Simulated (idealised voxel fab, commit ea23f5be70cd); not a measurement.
Proc. module: voxel capacitor over wiring
Each square cell in cross-section cut measures 5 nm, and the section as a whole is 145 nm wide.
Think of the cross-section as a grid of square cells. We describe it in bands, top to bottom, and each band covers one or more rows of those cells. Read a band's entry like this: the first values are the height of its top and the height of its bottom in nm, and what follows is the sequence of materials from left to right, each with its width in nm. Note that "empty" is empty space, and that a single material marked "full width" reaches across the band from edge to edge. Beneath 0, the wafer as received is one material, and that level is where height counting begins. The lowest band goes on downward without a bottom; it is written like "from 0 down". With a width like "30->40", each row of cells in the band differs from the next by the same amount, the top row carrying the first number and the bottom row the second. Step note "remained unchanged" = no cross-section cell changed. Entry "Closed void inventory" = empty spaces >= 8 cells with no open way to the top; each as width x height at distance, distance from left edge, all nm. On each step's line, the part that comes after the settings is the simulator's own comment on the step. When a step includes a mask, the "overlay nm" setting on its line states how far to the right of its planned place that mask lay, and negative values state how far to the left. Each pair of cross-sections that follows straddles one process step: the one shows the state before the step, the other the state after it, down to the lowest band that changed and no further. The step in question, and its settings, are given under the pair. Note that a pair is not necessarily a continuation of the pair above it, since pairs can come from different runs of this module on the same starting wafer; it is a continuation only where its entry headed "Before the process" says so.
-- Before the process
* from 60 to 45 = 20 lowk; 5 TiN; 5 Cu; 5 TiN; 110 lowk
* from 45 to 40 = 20 SiCN; 15 TiN; 110 SiCN
* from 40 to 35 = 15 SiO2; 5 TiN; 10 Cu; 5 TiN; 70 SiO2; 5 TiN; 10 Cu; 5 TiN; 20 SiO2
* from 35 to 30 = 15 SiN; 20 TiN; 70 SiN; 20 TiN; 20 SiN
* from 30 to 0 = SiO2 full width
* from 0 down = Si full width
* Closed void inventory: none
-- Cross-Section After Step
* from 65 to 60 = TiN full width
* Everything under 60 stays put, no change at all.
* Closed void inventory: none
The structure goes from the before cross-section above to the after cross-section through DIRECTIONAL_DEP (material TiN; thk nm 5)
Before the process: see the after view in the pair directly above.
-- Cross-Section After Step
* from 70 to 65 = SiN full width
* Everything under 65 stays put, no change at all.
* Closed void inventory: none
The structure goes from the before cross-section above to the after cross-section through DIRECTIONAL_DEP (material SiN; thk nm 5)
Before the process: see the after view in the pair directly above.
-- Cross-Section After Step
* from 75 to 70 = TiN full width
* Everything under 70 stays put, no change at all.
* Closed void inventory: none
The structure goes from the before cross-section above to the after cross-section through DIRECTIONAL_DEP (material TiN; thk nm 5)
Before the process: see the after view in the pair directly above.
-- Cross-Section After Step
* from 85 to 75 = aC full width
* Everything under 75 stays put, no change at all.
* Closed void inventory: none
The structure goes from the before cross-section above to the after cross-section through DIRECTIONAL_DEP (material aC; thk nm 10)
Before the process: see the after view in the pair directly above.
-- Cross-Section After Step
* from 115 to 85 = 20 empty; 75 resist; 50 empty
* Everything under 85 stays put, no change at all.
* Closed void inventory: none
The structure goes from the before cross-section above to the after cross-section through PATTERN (tone cover; mask id UPPER_PLATE; material resist; width nm 75; thk nm 30; overlay nm 0)
Before the process: see the after view in the pair directly above.
-- Cross-Section After Step
* from 105 to 85 = 20 empty; 75 resist; 50 empty
* from 85 to 75 = 20 empty; 75 aC; 50 empty
* Everything under 75 stays put, no change at all.
* Closed void inventory: none
The structure goes from the before cross-section above to the after cross-section through DIRECTIONAL_ETCH (etch materials aC; depth nm 10)
Before the process: see the after view in the pair directly above.
-- Cross-Section After Step
* from 85 to 75 = 20 empty; 75 aC; 50 empty
* Everything under 75 stays put, no change at all.
* Closed void inventory: none
The structure goes from the before cross-section above to the after cross-section through STRIP (etch materials resist)
Before the process: see the after view in the pair directly above.
-- Cross-Section After Step
* from 85 to 75 = 20 empty; 75 aC; 50 empty
* from 75 to 70 = 20 empty; 75 TiN; 50 empty
* Everything under 70 stays put, no change at all.
* Closed void inventory: none
The structure goes from the before cross-section above to the after cross-section through DIRECTIONAL_ETCH (etch materials TiN; depth nm 5)
Before the process: see the after view in the pair directly above.
-- Cross-Section After Step
* from 85 to 75 = 20 empty; 75 aC; 50 empty
* from 75 to 70 = 20 empty; 75 TiN; 50 empty
* from 70 to 65 = 20 empty; 75 SiN; 50 empty
* Everything under 65 stays put, no change at all.
* Closed void inventory: none
The structure goes from the before cross-section above to the after cross-section through DIRECTIONAL_ETCH (etch materials SiN; depth nm 5)
Before the process: see the after view in the pair directly above.
-- Cross-Section After Step
* from 75 to 70 = 20 empty; 75 TiN; 50 empty
* Everything under 70 stays put, no change at all.
* Closed void inventory: none
The structure goes from the before cross-section above to the after cross-section through STRIP (etch materials aC)
Before the process: see the after view in the pair directly above.
-- Cross-Section After Step
* from 90 to 75 = 15 empty; 85 resist; 45 empty
* from 75 to 70 = 15 empty; 5 resist; 75 TiN; 5 resist; 45 empty
* from 70 to 65 = 15 empty; 5 resist; 75 SiN; 5 resist; 45 empty
* Everything under 65 stays put, no change at all.
* Closed void inventory: none
The structure goes from the before cross-section above to the after cross-section through PATTERN (tone cover; mask id LOWER_PLATE; material resist; width nm 85; thk nm 15; overlay nm 0)
Before the process: see the after view in the pair directly above.
-- Cross-Section After Step
* from 90 to 75 = 15 empty; 85 resist; 45 empty
* from 75 to 70 = 15 empty; 5 resist; 75 TiN; 5 resist; 45 empty
* from 70 to 65 = 15 empty; 5 resist; 75 SiN; 5 resist; 45 empty
* from 65 to 60 = 15 empty; 85 TiN; 45 empty
* Everything under 60 stays put, no change at all.
* Closed void inventory: none
The structure goes from the before cross-section above to the after cross-section through DIRECTIONAL_ETCH (etch materials TiN; depth nm 5)
Before the process: see the after view in the pair directly above.
-- Cross-Section After Step
* from 75 to 70 = 20 empty; 75 TiN; 50 empty
* from 70 to 65 = 20 empty; 75 SiN; 50 empty
* Everything under 65 stays put, no change at all.
* Closed void inventory: none
The structure goes from the before cross-section above to the after cross-section through STRIP (etch materials resist)
Before the process: see the after view in the pair directly above.
-- Cross-Section After Step
* from 95 to 75 = SiO2 full width
* from 75 to 70 = 20 SiO2; 75 TiN; 50 SiO2
* from 70 to 65 = 20 SiO2; 75 SiN; 50 SiO2
* from 65 to 60 = 15 SiO2; 85 TiN; 45 SiO2
* Everything under 60 stays put, no change at all.
* Closed void inventory: none
The structure goes from the before cross-section above to the after cross-section through FILL_DEP (material SiO2; thk nm 20)
Before the process: see the after view in the pair directly above.
-- Cross-Section After Step
* from 90 to 75 = SiO2 full width
* Everything under 75 stays put, no change at all.
* Closed void inventory: none
The structure goes from the before cross-section above to the after cross-section through CMP (height nm 90)
Before the process: see the after view in the pair directly above.
-- Cross-Section After Step
* from 105 to 90 = 30 resist; 15 empty; 100 resist
* Everything under 90 stays put, no change at all.
* Closed void inventory: none
The structure goes from the before cross-section above to the after cross-section through PATTERN (tone open; mask id PLUG_2; material resist; width nm 15; thk nm 15; overlay nm 0)
Before the process: see the after view in the pair directly above.
-- Cross-Section After Step
* from 105 to 90 = 30 resist; 15 empty; 100 resist
* from 90 to 75 = 30 SiO2; 15 empty; 100 SiO2
* Everything under 75 stays put, no change at all.
* Closed void inventory: none
The structure goes from the before cross-section above to the after cross-section through DIRECTIONAL_ETCH (etch materials SiO2; depth nm 15)
Before the process: see the after view in the pair directly above.
-- Cross-Section After Step
* from 90 to 75 = 30 SiO2; 15 empty; 100 SiO2
* Everything under 75 stays put, no change at all.
* Closed void inventory: none
The structure goes from the before cross-section above to the after cross-section through STRIP (etch materials resist)
Before the process: see the after view in the pair directly above.
-- Cross-Section After Step
* from 95 to 90 = 35 TiN; 5 empty; 105 TiN
* from 90 to 80 = 30 SiO2; 5 TiN; 5 empty; 5 TiN; 100 SiO2
* from 80 to 70 = 30->20 SiO2; 15->75 TiN; 100->50 SiO2
* Everything under 70 stays put, no change at all.
* Closed void inventory: none
The structure goes from the before cross-section above to the after cross-section through CONFORMAL_DEP (material TiN; thk nm 5)
Before the process: see the after view in the pair directly above.
-- Cross-Section After Step
* from 105 to 95 = Ru full width
* from 95 to 90 = 35 TiN; 5 Ru; 105 TiN
* from 90 to 80 = 30 SiO2; 5 TiN; 5 Ru; 5 TiN; 100 SiO2
* Everything under 80 stays put, no change at all.
* Closed void inventory: none
The structure goes from the before cross-section above to the after cross-section through FILL_DEP (material Ru; thk nm 10)
Before the process: see the after view in the pair directly above.
-- Cross-Section After Step
* from 90 to 80 = 30 SiO2; 5 TiN; 5 Ru; 5 TiN; 100 SiO2
* Everything under 80 stays put, no change at all.
* Closed void inventory: none
The structure goes from the before cross-section above to the after cross-section through CMP (height nm 90)
Before the process: see the after view in the pair directly above.
-- Cross-Section After Step
* from 95 to 90 = SiN full width
* Everything under 90 stays put, no change at all.
* Closed void inventory: none
The structure goes from the before cross-section above to the after cross-section through CONFORMAL_DEP (material SiN; thk nm 5)
-- Before the process
* from 60 to 45 = 20 lowk; 5 TiN; 5 Cu; 5 TiN; 110 lowk
* from 45 to 40 = 20 SiCN; 15 TiN; 110 SiCN
* from 40 to 20 = 15 SiO2; 5 TiN; 10 Cu; 5 TiN; 70 SiO2; 5 TiN; 10 Cu; 5 TiN; 20 SiO2
* from 20 to 15 = 15 SiN; 20 TiN; 70 SiN; 20 TiN; 20 SiN
* from 15 to 0 = SiO2 full width
* from 0 down = Si full width
* Closed void inventory: none
-- Cross-Section After Step
* from 65 to 60 = SiN full width
* Everything under 60 stays put, no change at all.
* Closed void inventory: none
The structure goes from the before cross-section above to the after cross-section through DIRECTIONAL_DEP (material SiN; thk nm 5)
Before the process: see the after view in the pair directly above.
-- Cross-Section After Step
* from 70 to 65 = TiN full width
* Everything under 65 stays put, no change at all.
* Closed void inventory: none
The structure goes from the before cross-section above to the after cross-section through DIRECTIONAL_DEP (material TiN; thk nm 5)
Before the process: see the after view in the pair directly above.
-- Cross-Section After Step
* from 75 to 65 = TiN full width
* Everything under 65 stays put, no change at all.
* Closed void inventory: none
The structure goes from the before cross-section above to the after cross-section through DIRECTIONAL_DEP (material TiN; thk nm 5)
Before the process: see the after view in the pair directly above.
-- Cross-Section After Step
* from 85 to 75 = aC full width
* Everything under 75 stays put, no change at all.
* Closed void inventory: none
The structure goes from the before cross-section above to the after cross-section through DIRECTIONAL_DEP (material aC; thk nm 10)
Before the process: see the after view in the pair directly above.
-- Cross-Section After Step
* from 115 to 85 = 20 empty; 75 resist; 50 empty
* Everything under 85 stays put, no change at all.
* Closed void inventory: none
The structure goes from the before cross-section above to the after cross-section through PATTERN (tone cover; mask id UPPER_PLATE; material resist; width nm 75; thk nm 30; overlay nm 0)
Before the process: see the after view in the pair directly above.
-- Cross-Section After Step
* from 105 to 85 = 20 empty; 75 resist; 50 empty
* from 85 to 75 = 20 empty; 75 aC; 50 empty
* Everything under 75 stays put, no change at all.
* Closed void inventory: none
The structure goes from the before cross-section above to the after cross-section through DIRECTIONAL_ETCH (etch materials aC; depth nm 10)
Before the process: see the after view in the pair directly above.
-- Cross-Section After Step
* from 85 to 75 = 20 empty; 75 aC; 50 empty
* Everything under 75 stays put, no change at all.
* Closed void inventory: none
The structure goes from the before cross-section above to the after cross-section through STRIP (etch materials resist)
Before the process: see the after view in the pair directly above.
-- Cross-Section After Step
* from 85 to 75 = 20 empty; 75 aC; 50 empty
* from 75 to 70 = 20 empty; 75 TiN; 50 empty
* Everything under 70 stays put, no change at all.
* Closed void inventory: none
The structure goes from the before cross-section above to the after cross-section through DIRECTIONAL_ETCH (etch materials TiN; depth nm 5)
Before the process: see the after view in the pair directly above.
-- Cross-Section After Step
* from 75 to 70 = 20 empty; 75 TiN; 50 empty
* Everything under 70 stays put, no change at all.
* Closed void inventory: none
The structure goes from the before cross-section above to the after cross-section through STRIP (etch materials aC)
Before the process: see the after view in the pair directly above.
-- Cross-Section After Step
* from 90 to 75 = 15 empty; 85 resist; 45 empty
* from 75 to 70 = 15 empty; 5 resist; 75 TiN; 5 resist; 45 empty
* Everything under 70 stays put, no change at all.
* Closed void inventory: none
The structure goes from the before cross-section above to the after cross-section through PATTERN (tone cover; mask id LOWER_PLATE; material resist; width nm 85; thk nm 15; overlay nm 0)
Before the process: see the after view in the pair directly above.
-- Cross-Section After Step
* from 90 to 75 = 15 empty; 85 resist; 45 empty
* from 75 to 70 = 15 empty; 5 resist; 75 TiN; 5 resist; 45 empty
* from 70 to 65 = 15 empty; 85 TiN; 45 empty
* Everything under 65 stays put, no change at all.
* Closed void inventory: none
The structure goes from the before cross-section above to the after cross-section through DIRECTIONAL_ETCH (etch materials TiN; depth nm 5)
Before the process: see the after view in the pair directly above.
-- Cross-Section After Step
* from 75 to 65 = 20->15 empty; 75->85 TiN; 50->45 empty
* Everything under 65 stays put, no change at all.
* Closed void inventory: none
The structure goes from the before cross-section above to the after cross-section through STRIP (etch materials resist)
Before the process: see the after view in the pair directly above.
-- Cross-Section After Step
* from 95 to 75 = SiO2 full width
* from 75 to 65 = 20->15 SiO2; 75->85 TiN; 50->45 SiO2
* Everything under 65 stays put, no change at all.
* Closed void inventory: none
The structure goes from the before cross-section above to the after cross-section through FILL_DEP (material SiO2; thk nm 20)
Before the process: see the after view in the pair directly above.
-- Cross-Section After Step
* from 90 to 75 = SiO2 full width
* Everything under 75 stays put, no change at all.
* Closed void inventory: none
The structure goes from the before cross-section above to the after cross-section through CMP (height nm 90)
Before the process: see the after view in the pair directly above.
-- Cross-Section After Step
* from 105 to 90 = 30 resist; 15 empty; 100 resist
* Everything under 90 stays put, no change at all.
* Closed void inventory: none
The structure goes from the before cross-section above to the after cross-section through PATTERN (tone open; mask id PLUG_2; material resist; width nm 15; thk nm 15; overlay nm 0)
Before the process: see the after view in the pair directly above.
-- Cross-Section After Step
* from 105 to 90 = 30 resist; 15 empty; 100 resist
* from 90 to 75 = 30 SiO2; 15 empty; 100 SiO2
* Everything under 75 stays put, no change at all.
* Closed void inventory: none
The structure goes from the before cross-section above to the after cross-section through DIRECTIONAL_ETCH (etch materials SiO2; depth nm 15)
Before the process: see the after view in the pair directly above.
-- Cross-Section After Step
* from 90 to 75 = 30 SiO2; 15 empty; 100 SiO2
* Everything under 75 stays put, no change at all.
* Closed void inventory: none
The structure goes from the before cross-section above to the after cross-section through STRIP (etch materials resist)
Before the process: see the after view in the pair directly above.
-- Cross-Section After Step
* from 95 to 90 = 35 TiN; 5 empty; 105 TiN
* from 90 to 80 = 30 SiO2; 5 TiN; 5 empty; 5 TiN; 100 SiO2
* from 80 to 70 = 30->20 SiO2; 15->75 TiN; 100->50 SiO2
* Everything under 70 stays put, no change at all.
* Closed void inventory: none
The structure goes from the before cross-section above to the after cross-section through CONFORMAL_DEP (material TiN; thk nm 5)
Before the process: see the after view in the pair directly above.
-- Cross-Section After Step
* from 105 to 95 = Ru full width
* from 95 to 90 = 35 TiN; 5 Ru; 105 TiN
* from 90 to 80 = 30 SiO2; 5 TiN; 5 Ru; 5 TiN; 100 SiO2
* Everything under 80 stays put, no change at all.
* Closed void inventory: none
The structure goes from the before cross-section above to the after cross-section through FILL_DEP (material Ru; thk nm 10)
Before the process: see the after view in the pair directly above.
-- Cross-Section After Step
* from 90 to 80 = 30 SiO2; 5 TiN; 5 Ru; 5 TiN; 100 SiO2
* Everything under 80 stays put, no change at all.
* Closed void inventory: none
The structure goes from the before cross-section above to the after cross-section through CMP (height nm 90)
Before the process: see the after view in the pair directly above.
-- Cross-Section After Step
* from 95 to 90 = SiN full width
* Everything under 90 stays put, no change at all.
* Closed void inventory: none
The structure goes from the before cross-section above to the after cross-section through CONFORMAL_DEP (material SiN; thk nm 5)
-- Before the process
* from 0 down = Si full width
* Closed void inventory: none
-- Cross-Section After Step
* from 25 to 0 = SiO2 full width
* Everything under 0 stays put, no change at all.
* Closed void inventory: none
The structure goes from the before cross-section above to the after cross-section through CONFORMAL_DEP (material SiO2; thk nm 25)
Before the process: see the after view in the pair directly above.
-- Cross-Section After Step
* from 30 to 25 = SiN full width
* Everything under 25 stays put, no change at all.
* Closed void inventory: none
The structure goes from the before cross-section above to the after cross-section through CONFORMAL_DEP (material SiN; thk nm 5)
Before the process: see the after view in the pair directly above.
-- Cross-Section After Step
* from 50 to 30 = SiO2 full width
* Everything under 30 stays put, no change at all.
* Closed void inventory: none
The structure goes from the before cross-section above to the after cross-section through DIRECTIONAL_DEP (material SiO2; thk nm 20)
Before the process: see the after view in the pair directly above.
-- Cross-Section After Step
* from 60 to 50 = aC full width
* Everything under 50 stays put, no change at all.
* Closed void inventory: none
The structure goes from the before cross-section above to the after cross-section through DIRECTIONAL_DEP (material aC; thk nm 10)
Before the process: see the after view in the pair directly above.
-- Cross-Section After Step
* from 90 to 60 = 15 resist; 20 empty; 70 resist; 20 empty; 20 resist
* Everything under 60 stays put, no change at all.
* Closed void inventory: none
The structure goes from the before cross-section above to the after cross-section through PATTERN (tone open; mask id METAL_1; material resist; width nm 20; pitch nm 90; thk nm 30; overlay nm 0)
Before the process: see the after view in the pair directly above.
-- Cross-Section After Step
* from 80 to 60 = 15 resist; 20 empty; 70 resist; 20 empty; 20 resist
* from 60 to 50 = 15 aC; 20 empty; 70 aC; 20 empty; 20 aC
* Everything under 50 stays put, no change at all.
* Closed void inventory: none
The structure goes from the before cross-section above to the after cross-section through DIRECTIONAL_ETCH (etch materials aC; depth nm 10)
Before the process: see the after view in the pair directly above.
-- Cross-Section After Step
* from 60 to 50 = 15 aC; 20 empty; 70 aC; 20 empty; 20 aC
* Everything under 50 stays put, no change at all.
* Closed void inventory: none
The structure goes from the before cross-section above to the after cross-section through STRIP (etch materials resist)
Before the process: see the after view in the pair directly above.
-- Cross-Section After Step
* from 60 to 50 = 15 aC; 20 empty; 70 aC; 20 empty; 20 aC
* from 50 to 30 = 15 SiO2; 20 empty; 70 SiO2; 20 empty; 20 SiO2
* Everything under 30 stays put, no change at all.
* Closed void inventory: none
The structure goes from the before cross-section above to the after cross-section through DIRECTIONAL_ETCH (etch materials SiO2; depth nm 20)
Before the process: see the after view in the pair directly above.
-- Cross-Section After Step
* from 60 to 50 = 15 aC; 20 empty; 70 aC; 20 empty; 20 aC
* from 50 to 30 = 15 SiO2; 20 empty; 70 SiO2; 20 empty; 20 SiO2
* from 30 to 25 = 15 SiN; 20 empty; 70 SiN; 20 empty; 20 SiN
* Everything under 25 stays put, no change at all.
* Closed void inventory: none
The structure goes from the before cross-section above to the after cross-section through DIRECTIONAL_ETCH (etch materials SiN; depth nm 5)
Before the process: see the after view in the pair directly above.
-- Cross-Section After Step
* from 50 to 30 = 15 SiO2; 20 empty; 70 SiO2; 20 empty; 20 SiO2
* Everything under 30 stays put, no change at all.
* Closed void inventory: none
The structure goes from the before cross-section above to the after cross-section through STRIP (etch materials aC)
Before the process: see the after view in the pair directly above.
-- Cross-Section After Step
* from 55 to 50 = 20 TiN; 10 empty; 80 TiN; 10 empty; 25 TiN
* from 50 to 30 = 15 SiO2; 5 TiN; 10 empty; 5 TiN; 70 SiO2; 5 TiN; 10 empty; 5 TiN; 20 SiO2
* from 30 to 25 = 15 SiN; 20 TiN; 70 SiN; 20 TiN; 20 SiN
* Everything under 25 stays put, no change at all.
* Closed void inventory: none
The structure goes from the before cross-section above to the after cross-section through CONFORMAL_DEP (material TiN; thk nm 5)
Before the process: see the after view in the pair directly above.
-- Cross-Section After Step
* from 65 to 55 = Cu full width
* from 55 to 50 = 20 TiN; 10 Cu; 80 TiN; 10 Cu; 25 TiN
* from 50 to 30 = 15 SiO2; 5 TiN; 10 Cu; 5 TiN; 70 SiO2; 5 TiN; 10 Cu; 5 TiN; 20 SiO2
* Everything under 30 stays put, no change at all.
* Closed void inventory: none
The structure goes from the before cross-section above to the after cross-section through FILL_DEP (material Cu; thk nm 10)
Before the process: see the after view in the pair directly above.
-- Cross-Section After Step
* from 40 to 30 = 15 SiO2; 5 TiN; 10 Cu; 5 TiN; 70 SiO2; 5 TiN; 10 Cu; 5 TiN; 20 SiO2
* Everything under 30 stays put, no change at all.
* Closed void inventory: none
The structure goes from the before cross-section above to the after cross-section through CMP (height nm 40)
Before the process: see the after view in the pair directly above.
-- Cross-Section After Step
* from 45 to 40 = SiCN full width
* Everything under 40 stays put, no change at all.
* Closed void inventory: none
The structure goes from the before cross-section above to the after cross-section through CONFORMAL_DEP (material SiCN; thk nm 5)
Before the process: see the after view in the pair directly above.
-- Cross-Section After Step
* from 60 to 45 = lowk full width
* Everything under 45 stays put, no change at all.
* Closed void inventory: none
The structure goes from the before cross-section above to the after cross-section through DIRECTIONAL_DEP (material lowk; thk nm 15)
Before the process: see the after view in the pair directly above.
-- Cross-Section After Step
* from 75 to 60 = aC full width
* Everything under 60 stays put, no change at all.
* Closed void inventory: none
The structure goes from the before cross-section above to the after cross-section through DIRECTIONAL_DEP (material aC; thk nm 15)
Before the process: see the after view in the pair directly above.
-- Cross-Section After Step
* from 110 to 75 = 20 resist; 15 empty; 110 resist
* Everything under 75 stays put, no change at all.
* Closed void inventory: none
The structure goes from the before cross-section above to the after cross-section through PATTERN (tone open; mask id PLUG_1; material resist; width nm 15; thk nm 35; overlay nm 0)
Before the process: see the after view in the pair directly above.
-- Cross-Section After Step
* from 95 to 75 = 20 resist; 15 empty; 110 resist
* from 75 to 60 = 20 aC; 15 empty; 110 aC
* Everything under 60 stays put, no change at all.
* Closed void inventory: none
The structure goes from the before cross-section above to the after cross-section through DIRECTIONAL_ETCH (etch materials aC; depth nm 15)
Before the process: see the after view in the pair directly above.
-- Cross-Section After Step
* from 75 to 60 = 20 aC; 15 empty; 110 aC
* Everything under 60 stays put, no change at all.
* Closed void inventory: none
The structure goes from the before cross-section above to the after cross-section through STRIP (etch materials resist)
Before the process: see the after view in the pair directly above.
-- Cross-Section After Step
* from 75 to 60 = 20 aC; 15 empty; 110 aC
* from 60 to 45 = 20 lowk; 15 empty; 110 lowk
* Everything under 45 stays put, no change at all.
* Closed void inventory: none
The structure goes from the before cross-section above to the after cross-section through DIRECTIONAL_ETCH (etch materials lowk; depth nm 15)
Before the process: see the after view in the pair directly above.
-- Cross-Section After Step
* from 75 to 60 = 20 aC; 15 empty; 110 aC
* from 60 to 45 = 20 lowk; 15 empty; 110 lowk
* from 45 to 40 = 20 SiCN; 15 empty; 110 SiCN
* Everything under 40 stays put, no change at all.
* Closed void inventory: none
The structure goes from the before cross-section above to the after cross-section through DIRECTIONAL_ETCH (etch materials SiCN; depth nm 5)
Before the process: see the after view in the pair directly above.
-- Cross-Section After Step
* from 60 to 45 = 20 lowk; 15 empty; 110 lowk
* Everything under 45 stays put, no change at all.
* Closed void inventory: none
The structure goes from the before cross-section above to the after cross-section through STRIP (etch materials aC)
Before the process: see the after view in the pair directly above.
-- Cross-Section After Step
* from 65 to 60 = 25 TiN; 5 empty; 115 TiN
* from 60 to 45 = 20 lowk; 5 TiN; 5 empty; 5 TiN; 110 lowk
* from 45 to 40 = 20 SiCN; 15 TiN; 110 SiCN
* Everything under 40 stays put, no change at all.
* Closed void inventory: none
The structure goes from the before cross-section above to the after cross-section through CONFORMAL_DEP (material TiN; thk nm 5)
Before the process: see the after view in the pair directly above.
-- Cross-Section After Step
* from 70 to 65 = Cu full width
* from 65 to 60 = 25 TiN; 5 Cu; 115 TiN
* from 60 to 45 = 20 lowk; 5 TiN; 5 Cu; 5 TiN; 110 lowk
* Everything under 45 stays put, no change at all.
* Closed void inventory: none
The structure goes from the before cross-section above to the after cross-section through FILL_DEP (material Cu; thk nm 5)
Before the process: see the after view in the pair directly above.
-- Cross-Section After Step
* from 60 to 45 = 20 lowk; 5 TiN; 5 Cu; 5 TiN; 110 lowk
* Everything under 45 stays put, no change at all.
* Closed void inventory: none
The structure goes from the before cross-section above to the after cross-section through CMP (height nm 60)
Before the process: see the after view in the pair directly above.
-- Cross-Section After Step
* from 65 to 60 = TiN full width
* Everything under 60 stays put, no change at all.
* Closed void inventory: none
The structure goes from the before cross-section above to the after cross-section through DIRECTIONAL_DEP (material TiN; thk nm 5)
Before the process: see the after view in the pair directly above.
-- Cross-Section After Step
* from 70 to 65 = SiN full width
* Everything under 65 stays put, no change at all.
* Closed void inventory: none
The structure goes from the before cross-section above to the after cross-section through DIRECTIONAL_DEP (material SiN; thk nm 5)
Before the process: see the after view in the pair directly above.
-- Cross-Section After Step
* from 75 to 70 = TiN full width
* Everything under 70 stays put, no change at all.
* Closed void inventory: none
The structure goes from the before cross-section above to the after cross-section through DIRECTIONAL_DEP (material TiN; thk nm 5)
Before the process: see the after view in the pair directly above.
-- Cross-Section After Step
* from 85 to 75 = aC full width
* Everything under 75 stays put, no change at all.
* Closed void inventory: none
The structure goes from the before cross-section above to the after cross-section through DIRECTIONAL_DEP (material aC; thk nm 10)
Before the process: see the after view in the pair directly above.
-- Cross-Section After Step
* from 115 to 85 = 20 empty; 75 resist; 50 empty
* Everything under 85 stays put, no change at all.
* Closed void inventory: none
The structure goes from the before cross-section above to the after cross-section through PATTERN (tone cover; mask id UPPER_PLATE; material resist; width nm 75; thk nm 30; overlay nm 0)
Before the process: see the after view in the pair directly above.
-- Cross-Section After Step
* from 105 to 85 = 20 empty; 75 resist; 50 empty
* from 85 to 75 = 20 empty; 75 aC; 50 empty
* Everything under 75 stays put, no change at all.
* Closed void inventory: none
The structure goes from the before cross-section above to the after cross-section through DIRECTIONAL_ETCH (etch materials aC; depth nm 10)
Before the process: see the after view in the pair directly above.
-- Cross-Section After Step
* from 85 to 75 = 20 empty; 75 aC; 50 empty
* Everything under 75 stays put, no change at all.
* Closed void inventory: none
The structure goes from the before cross-section above to the after cross-section through STRIP (etch materials resist)
Before the process: see the after view in the pair directly above.
-- Cross-Section After Step
* from 85 to 75 = 20 empty; 75 aC; 50 empty
* from 75 to 70 = 20 empty; 75 TiN; 50 empty
* Everything under 70 stays put, no change at all.
* Closed void inventory: none
The structure goes from the before cross-section above to the after cross-section through DIRECTIONAL_ETCH (etch materials TiN; depth nm 5)
Before the process: see the after view in the pair directly above.
-- Cross-Section After Step
* from 85 to 75 = 20 empty; 75 aC; 50 empty
* from 75 to 70 = 20 empty; 75 TiN; 50 empty
* from 70 to 65 = 20 empty; 75 SiN; 50 empty
* Everything under 65 stays put, no change at all.
* Closed void inventory: none
The structure goes from the before cross-section above to the after cross-section through DIRECTIONAL_ETCH (etch materials SiN; depth nm 5)
Before the process: see the after view in the pair directly above.
-- Cross-Section After Step
* from 75 to 70 = 20 empty; 75 TiN; 50 empty
* Everything under 70 stays put, no change at all.
* Closed void inventory: none
The structure goes from the before cross-section above to the after cross-section through STRIP (etch materials aC)
Before the process: see the after view in the pair directly above.
-- Cross-Section After Step
* from 90 to 75 = 15 empty; 85 resist; 45 empty
* from 75 to 70 = 15 empty; 5 resist; 75 TiN; 5 resist; 45 empty
* from 70 to 65 = 15 empty; 5 resist; 75 SiN; 5 resist; 45 empty
* Everything under 65 stays put, no change at all.
* Closed void inventory: none
The structure goes from the before cross-section above to the after cross-section through PATTERN (tone cover; mask id LOWER_PLATE; material resist; width nm 85; thk nm 15; overlay nm 0)
Before the process: see the after view in the pair directly above.
-- Cross-Section After Step
* from 90 to 75 = 15 empty; 85 resist; 45 empty
* from 75 to 70 = 15 empty; 5 resist; 75 TiN; 5 resist; 45 empty
* from 70 to 65 = 15 empty; 5 resist; 75 SiN; 5 resist; 45 empty
* from 65 to 60 = 15 empty; 85 TiN; 45 empty
* Everything under 60 stays put, no change at all.
* Closed void inventory: none
The structure goes from the before cross-section above to the after cross-section through DIRECTIONAL_ETCH (etch materials TiN; depth nm 5)
Before the process: see the after view in the pair directly above.
-- Cross-Section After Step
* from 75 to 70 = 20 empty; 75 TiN; 50 empty
* from 70 to 65 = 20 empty; 75 SiN; 50 empty
* Everything under 65 stays put, no change at all.
* Closed void inventory: none
The structure goes from the before cross-section above to the after cross-section through STRIP (etch materials resist)
Before the process: see the after view in the pair directly above.
-- Cross-Section After Step
* from 95 to 75 = SiO2 full width
* from 75 to 70 = 20 SiO2; 75 TiN; 50 SiO2
* from 70 to 65 = 20 SiO2; 75 SiN; 50 SiO2
* from 65 to 60 = 15 SiO2; 85 TiN; 45 SiO2
* Everything under 60 stays put, no change at all.
* Closed void inventory: none
The structure goes from the before cross-section above to the after cross-section through FILL_DEP (material SiO2; thk nm 20)
Before the process: see the after view in the pair directly above.
-- Cross-Section After Step
* from 90 to 75 = SiO2 full width
* Everything under 75 stays put, no change at all.
* Closed void inventory: none
The structure goes from the before cross-section above to the after cross-section through CMP (height nm 90)
Before the process: see the after view in the pair directly above.
-- Cross-Section After Step
* from 105 to 90 = 30 resist; 15 empty; 100 resist
* Everything under 90 stays put, no change at all.
* Closed void inventory: none
The structure goes from the before cross-section above to the after cross-section through PATTERN (tone open; mask id PLUG_2; material resist; width nm 15; thk nm 15; overlay nm 0)
Before the process: see the after view in the pair directly above.
-- Cross-Section After Step
* from 105 to 90 = 30 resist; 15 empty; 100 resist
* from 90 to 75 = 30 SiO2; 15 empty; 100 SiO2
* Everything under 75 stays put, no change at all.
* Closed void inventory: none
The structure goes from the before cross-section above to the after cross-section through DIRECTIONAL_ETCH (etch materials SiO2; depth nm 15)
Before the process: see the after view in the pair directly above.
-- Cross-Section After Step
* from 90 to 75 = 30 SiO2; 15 empty; 100 SiO2
* Everything under 75 stays put, no change at all.
* Closed void inventory: none
The structure goes from the before cross-section above to the after cross-section through STRIP (etch materials resist)
Before the process: see the after view in the pair directly above.
-- Cross-Section After Step
* from 95 to 90 = 35 TiN; 5 empty; 105 TiN
* from 90 to 80 = 30 SiO2; 5 TiN; 5 empty; 5 TiN; 100 SiO2
* from 80 to 70 = 30->20 SiO2; 15->75 TiN; 100->50 SiO2
* Everything under 70 stays put, no change at all.
* Closed void inventory: none
The structure goes from the before cross-section above to the after cross-section through CONFORMAL_DEP (material TiN; thk nm 5)
Before the process: see the after view in the pair directly above.
-- Cross-Section After Step
* from 105 to 95 = Ru full width
* from 95 to 90 = 35 TiN; 5 Ru; 105 TiN
* from 90 to 80 = 30 SiO2; 5 TiN; 5 Ru; 5 TiN; 100 SiO2
* Everything under 80 stays put, no change at all.
* Closed void inventory: none
The structure goes from the before cross-section above to the after cross-section through FILL_DEP (material Ru; thk nm 10)
Before the process: see the after view in the pair directly above.
-- Cross-Section After Step
* from 90 to 80 = 30 SiO2; 5 TiN; 5 Ru; 5 TiN; 100 SiO2
* Everything under 80 stays put, no change at all.
* Closed void inventory: none
The structure goes from the before cross-section above to the after cross-section through CMP (height nm 90)
